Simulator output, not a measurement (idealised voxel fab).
Documented hereafter: the process module known as voxel released beams.
The cross-section shown here is cut; it is 165 nm wide and divided into square cells measuring 5 nm on a side.
Reading order for cross-sections: top band down to bottom band. Underlying form: a grid of square cells. Band size: one or more rows of cells.
The entry gives the band's vertical extent as a top height and a bottom height in nm, then its horizontal make-up as materials from left to right, each with a width in nm. "air" stands for empty space; a single material marked "everywhere" fills the band edge to edge.
Height 0 is the level under which the wafer as received is all one material. The lowest band goes on downwards, as in "0 -> down".
The two numbers in a width such as "30->40" mark its ends across the band: the first belongs to the top row of cells, the second to the bottom row, and from each row to the next the width moves by the same amount.
"no modification" for a step: no cell of the cross-section changed in that step.
The label "closed voids" introduces a list of the empty spaces, 8 cells or larger, that have no open way up to the top; each entry in it reads width x height at distance, where the distance is taken from the left edge and all three are stated in nm.
Formally, on a step line, whatever follows the settings is a remark that the simulator itself makes on the step.
A step's line can hold "overlay nm"; with a mask on that step, the setting says how far right of the planned place the mask lay, while a negative setting says it lay to the left.

Below is the list of planned process steps:
1. RECEIVE,material Si
2. CONFORMAL_DEP,material SiN,thk nm 10
3. DIRECTIONAL_DEP,material SiO2,thk nm 20
4. DIRECTIONAL_DEP,material aC,thk nm 15
5. PATTERN,tone open,mask id ANCHOR,material resist,width nm 35,thk nm 30,overlay nm 0
6. DIRECTIONAL_ETCH,etch materials aC,depth nm 15
7. STRIP,etch materials resist
8. DIRECTIONAL_ETCH,etch materials SiO2,depth nm 20
9. STRIP,etch materials aC
10. CONFORMAL_DEP,material polySi,thk nm 15
11. DIRECTIONAL_DEP,material aC,thk nm 15
12. PATTERN,tone cover,mask id BEAM,material resist,width nm 95,thk nm 35,overlay nm 0
13. DIRECTIONAL_ETCH,etch materials aC,depth nm 15
14. STRIP,etch materials resist
15. DIRECTIONAL_ETCH,etch materials polySi,depth nm 15
16. STRIP,etch materials aC
17. STRIP,etch materials SiO2

Here's what the wafer looked like in cross-section when it arrived - that's after step 1:
	0 -> down | Si everywhere
	closed voids: none

Result of the module, cross-sectioned: start per above, plan per above, one error in how it was run:
	35 -> 25 | air (30); polySi (20); air (5); polySi (70); air (40)
	25 -> 20 | air (30); polySi (95); air (40)
	20 -> 10 | air (35); polySi (35); air (95)
	10 -> 0 | SiN everywhere
	0 -> down | Si everywhere
	closed voids: none
What was done differently from what was planned? step 3 did not use the planned setting and instead ran as DIRECTIONAL_DEP,material SiO2,thk nm 10
